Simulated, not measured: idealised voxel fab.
process module | voxel wiring stack
cross-section cut | 270 nm wide | cells 5 nm
A cross-section is a grid of square cells, given in bands from the top down. A band is one or more rows of cells.
Each band's line starts with the height of the band's top and of its bottom, in nm. Then come its materials from left to right, each with its width in nm. One material with "throughout" fills the band from edge to edge. "air" is empty space.
Height 0 is the level under which the wafer as received is all one material. The lowest band goes on downwards, as in "0 down".
A width such as "30 to 40" changes by the same amount from each row of cells to the next, from the band's top row to its bottom row.
"no change" after a step means that no cell of the cross-section changed.
closed voids: empty space of 8 cells or more with no open way to the top, each as width x height at its distance from the left edge, in nm
after a step's settings: what the simulator itself notes on the step
overlay nm, on a step with a mask: how far to the right of its planned place the mask lay; to the left if negative
plan
1 op RECEIVE | material Si
2 op CONFORMAL_DEP | material SiO2 | thk nm 10
3 op DIRECTIONAL_DEP | material TiN | thk nm 5
4 op DIRECTIONAL_DEP | material Ru | thk nm 25
5 op DIRECTIONAL_DEP | material aC | thk nm 10
6 op PATTERN | tone cover | mask id METAL_1 | material resist | width nm 20 | pitch nm 45 | thk nm 25 | overlay nm 0
7 op DIRECTIONAL_ETCH | etch materials aC | depth nm 10
8 op STRIP | etch materials resist
9 op DIRECTIONAL_ETCH | etch materials Ru | depth nm 25
10 op DIRECTIONAL_ETCH | etch materials TiN | depth nm 5
11 op STRIP | etch materials aC
12 op CONFORMAL_DEP | material SiCN | thk nm 5
13 op FILL_DEP | material SiO2 | thk nm 10
14 op CMP | height nm 40
15 op CONFORMAL_DEP | material SiCN | thk nm 5
16 op DIRECTIONAL_DEP | material lowk | thk nm 10
17 op PATTERN | tone open | mask id PLUG_1 | material resist | width nm 15 | pitch nm 90 | thk nm 20 | overlay nm 0
18 op DIRECTIONAL_ETCH | etch materials lowk | depth nm 10
19 op DIRECTIONAL_ETCH | etch materials SiCN | depth nm 5
20 op STRIP | etch materials resist
21 op CONFORMAL_DEP | material TiN | thk nm 5
22 op FILL_DEP | material Ru | thk nm 10
23 op CMP | height nm 45
24 op CONFORMAL_DEP | material SiCN | thk nm 5
25 op DIRECTIONAL_DEP | material lowk | thk nm 20
26 op PATTERN | tone open | mask id METAL_2 | material resist | width nm 20 | pitch nm 45 | thk nm 15 | overlay nm 0
27 op DIRECTIONAL_ETCH | etch materials lowk | depth nm 20
28 op DIRECTIONAL_ETCH | etch materials SiCN | depth nm 5
29 op STRIP | etch materials resist
30 op CONFORMAL_DEP | material TiN | thk nm 5
31 op FILL_DEP | material W | thk nm 10
32 op CMP | height nm 80
33 op CONFORMAL_DEP | material SiCN | thk nm 5
34 op DIRECTIONAL_DEP | material lowk | thk nm 30
35 op DIRECTIONAL_DEP | material aC | thk nm 10
36 op PATTERN | tone open | mask id METAL_3 | material resist | width nm 20 | pitch nm 45 | thk nm 30 | overlay nm 0
37 op DIRECTIONAL_ETCH | etch materials aC | depth nm 10
38 op STRIP | etch materials resist
39 op DIRECTIONAL_ETCH | etch materials lowk | depth nm 20
40 op STRIP | etch materials aC
41 op DIRECTIONAL_DEP | material aC | thk nm 10
42 op PATTERN | tone open | mask id METAL_3_HOLES | material resist | width nm 15 | pitch nm 90 | thk nm 30 | overlay nm 0
43 op DIRECTIONAL_ETCH | etch materials aC | depth nm 10
44 op STRIP | etch materials resist
45 op DIRECTIONAL_ETCH | etch materials lowk | depth nm 10
46 op DIRECTIONAL_ETCH | etch materials SiCN | depth nm 5
47 op STRIP | etch materials aC
48 op CONFORMAL_DEP | material TiN | thk nm 5
49 op FILL_DEP | material Ru | thk nm 10
50 op CMP | height nm 115
51 op CONFORMAL_DEP | material SiCN | thk nm 5
52 op DIRECTIONAL_DEP | material SiO2 | thk nm 10
53 op DIRECTIONAL_DEP | material aC | thk nm 15
54 op PATTERN | tone open | mask id PLUG_3 | material resist | width nm 15 | pitch nm 45 | thk nm 35 | overlay nm 0
55 op DIRECTIONAL_ETCH | etch materials aC | depth nm 15
56 op STRIP | etch materials resist
57 op DIRECTIONAL_ETCH | etch materials SiO2 | depth nm 10
58 op DIRECTIONAL_ETCH | etch materials SiCN | depth nm 5
59 op STRIP | etch materials aC
60 op EPI | material Ru | thk nm 10
61 op EPI | material Ru | thk nm 5
62 op CONFORMAL_DEP | material SiCN | thk nm 5
63 op DIRECTIONAL_DEP | material SiO2 | thk nm 20
64 op PATTERN | tone open | mask id METAL_4 | material resist | width nm 20 | pitch nm 45 | thk nm 20 | overlay nm 0
65 op DIRECTIONAL_ETCH | etch materials SiO2 | depth nm 20
66 op DIRECTIONAL_ETCH | etch materials SiCN | depth nm 5
67 op STRIP | etch materials resist
68 op CONFORMAL_DEP | material TiN | thk nm 5
69 op FILL_DEP | material W | thk nm 5
70 op CMP | height nm 155
71 op CONFORMAL_DEP | material SiCN | thk nm 5
varied across the wafers: height nm of step 23. The plan shows the first wafer's value. All wafers start alike
first wafer as received, after step 1
  0 down: Si throughout
  closed voids: none
first wafer at the end, after step 71
  160 to 155: SiCN throughout
  155 to 135: SiO2 55 | TiN 5 | W 10 | TiN 5 | SiO2 25 | TiN 5 | W 10 | TiN 5 | SiO2 25 | TiN 5 | W 10 | TiN 5 | SiO2 25 | TiN 5 | W 10 | TiN 5 | SiO2 60
  135 to 130: SiCN 55 | TiN 20 | SiCN 25 | TiN 20 | SiCN 25 | TiN 20 | SiCN 25 | TiN 20 | SiCN 60
  130 to 120: SiO2 55 | Ru 15 | SiO2 30 | Ru 15 | SiO2 30 | Ru 15 | SiO2 30 | Ru 15 | SiO2 65
  120 to 115: SiCN 55 | Ru 15 | SiCN 30 | Ru 15 | SiCN 30 | Ru 15 | SiCN 30 | Ru 15 | SiCN 65
  115 to 100: lowk 55 | TiN 5 | Ru 10 | TiN 5 | lowk 25 | TiN 5 | Ru 10 | TiN 5 | lowk 25 | TiN 5 | Ru 10 | TiN 5 | lowk 25 | TiN 5 | Ru 10 | TiN 5 | lowk 60
  100 to 95: lowk 55 | TiN 5 | Ru 5 | TiN 10 | lowk 25 | TiN 20 | lowk 25 | TiN 5 | Ru 5 | TiN 10 | lowk 25 | TiN 20 | lowk 60
  95 to 85: lowk 55 | TiN 5 | Ru 5 | TiN 5 | lowk 75 | TiN 5 | Ru 5 | TiN 5 | lowk 110
  85 to 80: SiCN 55 | TiN 15 | SiCN 75 | TiN 15 | SiCN 110
  80 to 75: W throughout
  75 to 70: TiN 60 | W 10 | TiN 35 | W 10 | TiN 35 | W 10 | TiN 35 | W 10 | TiN 65
  70 to 50: lowk 55 | TiN 5 | W 10 | TiN 5 | lowk 25 | TiN 5 | W 10 | TiN 5 | lowk 25 | TiN 5 | W 10 | TiN 5 | lowk 25 | TiN 5 | W 10 | TiN 5 | lowk 60
  50 to 45: SiCN 55 | TiN 20 | SiCN 25 | TiN 20 | SiCN 25 | TiN 20 | SiCN 25 | TiN 20 | SiCN 60
  45 to 40: SiCN 55 | TiN 15 | SiCN 75 | TiN 15 | SiCN 110
  40 to 15: SiO2 50 | SiCN 5 | Ru 20 | SiCN 5 | SiO2 15 | SiCN 5 | Ru 20 | SiCN 5 | SiO2 15 | SiCN 5 | Ru 20 | SiCN 5 | SiO2 15 | SiCN 5 | Ru 20 | SiCN 5 | SiO2 55
  15 to 10: SiCN 55 | TiN 20 | SiCN 25 | TiN 20 | SiCN 25 | TiN 20 | SiCN 25 | TiN 20 | SiCN 60
  10 to 0: SiO2 throughout
  0 down: Si throughout
  closed voids: none
last wafer at the end
  160 to 155: SiCN throughout
  155 to 135: SiO2 55 | TiN 5 | W 10 | TiN 5 | SiO2 25 | TiN 5 | W 10 | TiN 5 | SiO2 25 | TiN 5 | W 10 | TiN 5 | SiO2 25 | TiN 5 | W 10 | TiN 5 | SiO2 60
  135 to 130: SiCN 55 | TiN 20 | SiCN 25 | TiN 20 | SiCN 25 | TiN 20 | SiCN 25 | TiN 20 | SiCN 60
  130 to 120: SiO2 55 | Ru 15 | SiO2 30 | Ru 15 | SiO2 30 | Ru 15 | SiO2 30 | Ru 15 | SiO2 65
  120 to 115: SiCN 55 | Ru 15 | SiCN 30 | Ru 15 | SiCN 30 | Ru 15 | SiCN 30 | Ru 15 | SiCN 65
  115 to 100: lowk 55 | TiN 5 | Ru 10 | TiN 5 | lowk 25 | TiN 5 | Ru 10 | TiN 5 | lowk 25 | TiN 5 | Ru 10 | TiN 5 | lowk 25 | TiN 5 | Ru 10 | TiN 5 | lowk 60
  100 to 95: lowk 55 | TiN 5 | Ru 5 | TiN 10 | lowk 25 | TiN 20 | lowk 25 | TiN 5 | Ru 5 | TiN 10 | lowk 25 | TiN 20 | lowk 60
  95 to 85: lowk 55 | TiN 5 | Ru 5 | TiN 5 | lowk 75 | TiN 5 | Ru 5 | TiN 5 | lowk 110
  85 to 80: SiCN 55 | TiN 15 | SiCN 75 | TiN 15 | SiCN 110
  80 to 75: lowk 55 | TiN 5 | W 10 | TiN 5 | lowk 25 | TiN 5 | W 10 | TiN 5 | lowk 25 | TiN 5 | W 10 | TiN 5 | lowk 25 | TiN 5 | W 10 | TiN 5 | lowk 60
  75 to 70: SiCN 55 | TiN 20 | SiCN 25 | TiN 20 | SiCN 25 | TiN 20 | SiCN 25 | TiN 20 | SiCN 60
  70 to 60: Ru throughout
  60 to 55: TiN 60 | Ru 5 | TiN 85 | Ru 5 | TiN 115
  55 to 45: lowk 55 | TiN 5 | Ru 5 | TiN 5 | lowk 75 | TiN 5 | Ru 5 | TiN 5 | lowk 110
  45 to 40: SiCN 55 | TiN 15 | SiCN 75 | TiN 15 | SiCN 110
  40 to 15: SiO2 50 | SiCN 5 | Ru 20 | SiCN 5 | SiO2 15 | SiCN 5 | Ru 20 | SiCN 5 | SiO2 15 | SiCN 5 | Ru 20 | SiCN 5 | SiO2 15 | SiCN 5 | Ru 20 | SiCN 5 | SiO2 55
  15 to 10: SiCN 55 | TiN 20 | SiCN 25 | TiN 20 | SiCN 25 | TiN 20 | SiCN 25 | TiN 20 | SiCN 60
  10 to 0: SiO2 throughout
  0 down: Si throughout
  closed voids: none
each wafer at the end: cells of each material gained (+) or lost (-) since it was received, then its closed voids
height nm 45 | +146 Ru | +346 SiCN | +494 SiO2 | +216 TiN | +126 W | +400 lowk | closed voids: none
height nm 50 | +148 Ru | +346 SiCN | +494 SiO2 | +220 TiN | +72 W | +448 lowk | closed voids: none
height nm 55 | +150 Ru | +346 SiCN | +494 SiO2 | +178 TiN | +64 W | +496 lowk | closed voids: none
height nm 60 | +152 Ru | +346 SiCN | +494 SiO2 | +222 TiN | +56 W | +458 lowk | closed voids: none
height nm 65 | +206 Ru | +346 SiCN | +494 SiO2 | +214 TiN | +48 W | +420 lowk | closed voids: none
height nm 70 | +260 Ru | +346 SiCN | +494 SiO2 | +206 TiN | +40 W | +382 lowk | closed voids: none
